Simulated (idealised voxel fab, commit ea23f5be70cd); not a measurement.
process module | voxel ribs on slabs
cross-section cut | 150 nm wide | cells 5 nm
A cross-section is a grid of square cells, given in bands from the top down. A band is one or more rows of cells.
Each band's line starts with the height of the band's top and of its bottom, in nm. Then come its materials from left to right, each with its width in nm. One material with "throughout" fills the band from edge to edge. "air" is empty space.
Height 0 is the level under which the wafer as received is all one material. The lowest band goes on downwards, as in "0 down".
A width such as "30 to 40" changes by the same amount from each row of cells to the next, from the band's top row to its bottom row.
"no change" after a step means that no cell of the cross-section changed.
closed voids: empty space of 8 cells or more with no open way to the top, each as width x height at its distance from the left edge, in nm
after a step's settings: what the simulator itself notes on the step
overlay nm, on a step with a mask: how far to the right of its planned place the mask lay; to the left if negative
plan
1 op RECEIVE | material Si
2 op DIRECTIONAL_DEP | material SiO2 | thk nm 25
3 op DIRECTIONAL_DEP | material polySi | thk nm 15
4 op DIRECTIONAL_DEP | material aC | thk nm 15
5 op PATTERN | tone cover | mask id RIB | material resist | width nm 20 | thk nm 30 | overlay nm 0
6 op DIRECTIONAL_ETCH | etch materials aC | depth nm 15
7 op STRIP | etch materials resist
8 op DIRECTIONAL_ETCH | etch materials polySi | depth nm 5
9 op STRIP | etch materials aC
10 op MASKED_ETCH | tone cover | mask id SLAB | width nm 70 | etch materials polySi | depth nm 10 | overlay nm 0
11 op FILL_DEP | material SiO2 | thk nm 30
12 op CMP | height nm 60
13 op DIRECTIONAL_DEP | material TiN | thk nm 10
14 op PATTERN | tone cover | mask id HEATER | material resist | width nm 30 | thk nm 15 | overlay nm 0
15 op DIRECTIONAL_ETCH | etch materials TiN | depth nm 10
16 op STRIP | etch materials resist
17 op CONFORMAL_DEP | material SiO2 | thk nm 10
as received, after step 1
  0 down: Si throughout
  closed voids: none
a wafer at the end: this start, this plan, one mistake
  70 to 60: air 60 | TiN 30 | air 60
  60 to 40: SiO2 throughout
  40 to 35: SiO2 65 | polySi 20 | SiO2 65
  35 to 25: SiO2 40 | polySi 70 | SiO2 40
  25 to 0: SiO2 throughout
  0 down: Si throughout
  closed voids: none
what went wrong: step 17 was left out
